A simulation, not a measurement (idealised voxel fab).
You're looking at the process module voxel transistor to metal.
Cross-section cut: width 180 nm, square cells of 5 nm.
In what follows, cross-sections appear as grids of square cells, described through bands that run from the top down, where every band is one or more rows of cells.
Per band: top height and bottom height in nm, followed by the left-to-right materials and their widths in nm; "all across" marks a single material spanning edge to edge, "empty" marks empty space.
For the purposes of this specification, 0 denotes the height below which the wafer in its as-received condition is composed wholly of one material, and the lowermost band, lacking a lower limit, extends downward without end, as expressed in "0 -> down".
Think of "30->40" as a width that walks from the first number to the second as you go down the band, top row to bottom row, taking equal-sized steps from row to row.
When a step is marked "no modifications", none of the cells in the cross-section changed during that step.
The entry "Closed void list" lists the empty spaces that cover at least 8 cells and have no open path to the top. Each is written as width x height at distance, where the distance is measured from the left edge and all three values are in nm.
That trailing text on a step's line, after the settings, is the simulator's own remark on the step.
overlay nm: where the mask lay relative to plan, measured to the right, on steps with a mask; negatives go left.
# Set out below are the planned steps of the process
1) RECEIVE | material Si
2) CONFORMAL_DEP | material SiO2 | thk nm 5
3) CONFORMAL_DEP | material SiN | thk nm 10
4) PATTERN | tone cover | mask id ACTIVE | material resist | width nm 105 | thk nm 20 | overlay nm 0
5) DIRECTIONAL_ETCH | etch materials SiN | depth nm 10
6) DIRECTIONAL_ETCH | etch materials SiO2 | depth nm 5
7) DIRECTIONAL_ETCH | etch materials Si | depth nm 35
8) STRIP | etch materials resist
9) OXIDIZE | depth nm 5
10) FILL_DEP | material SiO2 | thk nm 5
11) CMP | height nm 15
12) SELECTIVE_ETCH | etch materials SiO2 | depth nm 10
13) STRIP | etch materials SiN
14) SELECTIVE_ETCH | etch materials SiO2 | depth nm 5
15) OXIDIZE | depth nm 5
16) DIRECTIONAL_DEP | material polySi | thk nm 20
17) DIRECTIONAL_DEP | material SiCN | thk nm 10
18) PATTERN | tone cover | mask id GATE | material resist | width nm 25 | thk nm 20 | overlay nm 0
19) DIRECTIONAL_ETCH | etch materials SiCN | depth nm 20
20) DIRECTIONAL_ETCH | etch materials polySi | depth nm 30
21) STRIP | etch materials resist
22) CONFORMAL_DEP | material SiN | thk nm 10
23) DIRECTIONAL_ETCH | etch materials SiN | depth nm 10
24) DIRECTIONAL_ETCH | etch materials SiO2 | depth nm 5
25) DIRECTIONAL_ETCH | etch materials Si | depth nm 15
26) EPI | material pSi | thk nm 15
27) FILL_DEP | material SiO2 | thk nm 5
28) CMP | height nm 20
29) STRIP | etch materials polySi
30) SELECTIVE_ETCH | etch materials SiO2 | depth nm 5
31) CONFORMAL_DEP | material HfO2 | thk nm 5
32) CONFORMAL_DEP | material TiN | thk nm 5
33) FILL_DEP | material W | thk nm 5
34) CMP | height nm 15
35) DIRECTIONAL_DEP | material SiO2 | thk nm 15
36) DIRECTIONAL_DEP | material aC | thk nm 10
37) PATTERN | tone open | mask id CONTACT | material resist | width nm 15 | pitch nm 70 | thk nm 30 | overlay nm 0
38) DIRECTIONAL_ETCH | etch materials aC | depth nm 10
39) STRIP | etch materials resist
40) DIRECTIONAL_ETCH | etch materials SiO2 | depth nm 35
41) STRIP | etch materials aC
42) CONFORMAL_DEP | material TiN | thk nm 5
43) FILL_DEP | material W | thk nm 10
44) CMP | height nm 30
45) CONFORMAL_DEP | material SiCN | thk nm 5
46) DIRECTIONAL_DEP | material SiO2 | thk nm 15
47) DIRECTIONAL_DEP | material aC | thk nm 15
48) PATTERN | tone open | mask id METAL_1 | material resist | width nm 15 | pitch nm 70 | thk nm 30 | overlay nm 0
49) DIRECTIONAL_ETCH | etch materials aC | depth nm 15
50) STRIP | etch materials resist
51) DIRECTIONAL_ETCH | etch materials SiO2 | depth nm 15
52) DIRECTIONAL_ETCH | etch materials SiCN | depth nm 5
53) STRIP | etch materials aC
54) CONFORMAL_DEP | material TiN | thk nm 5
55) FILL_DEP | material Cu | thk nm 10
56) CMP | height nm 50
57) CONFORMAL_DEP | material SiCN | thk nm 5
58) DIRECTIONAL_DEP | material SiO2 | thk nm 30
59) DIRECTIONAL_DEP | material aC | thk nm 15
60) PATTERN | tone open | mask id METAL_2 | material resist | width nm 15 | pitch nm 70 | thk nm 35 | overlay nm 0
61) DIRECTIONAL_ETCH | etch materials aC | depth nm 15
62) STRIP | etch materials resist
63) DIRECTIONAL_ETCH | etch materials SiO2 | depth nm 20
64) STRIP | etch materials aC
65) DIRECTIONAL_DEP | material aC | thk nm 15
66) PATTERN | tone open | mask id METAL_2_HOLES | material resist | width nm 15 | pitch nm 70 | thk nm 35 | overlay nm 0
67) DIRECTIONAL_ETCH | etch materials aC | depth nm 15
68) STRIP | etch materials resist
69) DIRECTIONAL_ETCH | etch materials SiO2 | depth nm 10
70) DIRECTIONAL_ETCH | etch materials SiCN | depth nm 5
71) STRIP | etch materials aC
72) CONFORMAL_DEP | material TiN | thk nm 5
73) FILL_DEP | material Cu | thk nm 10
74) CMP | height nm 85
75) CONFORMAL_DEP | material SiN | thk nm 5
# As received (post step 1): cross-section
> 0 -> down: Si all across
> Closed void list: none
# First of two wafers at the end of the module, shown in cross-section; run carried out as planned
> 90 -> 85: SiN all across
> 85 -> 55: SiO2=45 | TiN=5 | Cu=5 | TiN=5 | SiO2=55 | TiN=5 | Cu=5 | TiN=5 | SiO2=50
> 55 -> 50: SiCN=45 | TiN=15 | SiCN=55 | TiN=15 | SiCN=50
> 50 -> 35: SiO2=45 | TiN=5 | Cu=5 | TiN=5 | SiO2=55 | TiN=5 | Cu=5 | TiN=5 | SiO2=50
> 35 -> 30: SiCN=45 | TiN=15 | SiCN=55 | TiN=15 | SiCN=50
> 30 -> 15: SiO2=45 | TiN=5 | W=5 | TiN=5 | SiO2=55 | TiN=5 | W=5 | TiN=5 | SiO2=50
> 15 -> 10: SiO2=45 | TiN=15 | SiO2=5 | SiN=10 | HfO2=5 | TiN=5 | W=5 | TiN=5 | HfO2=5 | SiN=10 | SiO2=5 | TiN=15 | SiO2=50
> 10 -> 5: SiO2=45 | TiN=5 | pSi=15 | SiN=10 | HfO2=5 | TiN=5 | W=5 | TiN=5 | HfO2=5 | SiN=10 | pSi=15 | TiN=5 | SiO2=50
> 5 -> 0: SiO2=45 | TiN=5 | pSi=15 | SiN=10 | HfO2=5 | TiN=15 | HfO2=5 | SiN=10 | pSi=15 | TiN=5 | SiO2=50
> 0 -> -5: SiO2=45 | TiN=5 | pSi=15 | SiO2=5 | HfO2=35 | SiO2=5 | pSi=15 | TiN=5 | SiO2=50
> -5 -> -20: SiO2=40 | pSi=25 | Si=45 | pSi=25 | SiO2=45
> -20 -> -40: SiO2=40 | Si=95 | SiO2=45
> -40 -> down: Si all across
> Closed void list: none
# Here's the second of our two wafers sectioned at module end. Same start as the first, same plan, but one mistake got made running it
> 90 -> 85: SiN all across
> 85 -> 55: SiO2=45 | TiN=5 | Cu=5 | TiN=5 | SiO2=55 | TiN=5 | Cu=5 | TiN=5 | SiO2=50
> 55 -> 50: SiCN=45 | TiN=15 | SiCN=55 | TiN=15 | SiCN=50
> 50 -> 35: SiO2=45 | TiN=5 | Cu=5 | TiN=5 | SiO2=55 | TiN=5 | Cu=5 | TiN=5 | SiO2=50
> 35 -> 30: SiCN=45 | TiN=15 | SiCN=55 | TiN=15 | SiCN=50
> 30 -> 15: SiO2=45 | TiN=5 | W=5 | TiN=5 | SiO2=55 | TiN=5 | W=5 | TiN=5 | SiO2=50
> 15 -> 10: SiO2=45 | TiN=15 | SiO2=5 | SiN=10 | HfO2=5 | TiN=5 | W=5 | TiN=5 | HfO2=5 | SiN=10 | SiO2=5 | TiN=15 | SiO2=50
> 10 -> 5: SiO2=45 | TiN=5 | pSi=15 | SiN=10 | HfO2=5 | TiN=5 | W=5 | TiN=5 | HfO2=5 | SiN=10 | pSi=15 | TiN=5 | SiO2=50
> 5 -> 0: SiO2=45 | TiN=5 | pSi=15 | SiN=10 | HfO2=5 | TiN=15 | HfO2=5 | SiN=10 | pSi=15 | TiN=5 | SiO2=50
> 0 -> -5: SiO2=45 | TiN=5 | pSi=15 | SiO2=5 | HfO2=35 | SiO2=5 | pSi=15 | TiN=5 | SiO2=50
> -5 -> -15: SiO2=50 | pSi=15 | Si=45 | pSi=15 | SiO2=55
> -15 -> -30: SiO2=40 | pSi=25 | Si=45 | pSi=25 | SiO2=45
> -30 -> -40: SiO2=40 | Si=95 | SiO2=45
> -40 -> down: Si all across
> Closed void list: none
Want to know what went wrong? heads up, step 25 didn't go per plan, it actually ran as DIRECTIONAL_ETCH | etch materials Si | depth nm 25
Once processing is complete, comparing cell counts shows that the second wafer has more or fewer of certain materials than the first: Si -20 | SiO2 +8 | pSi +12
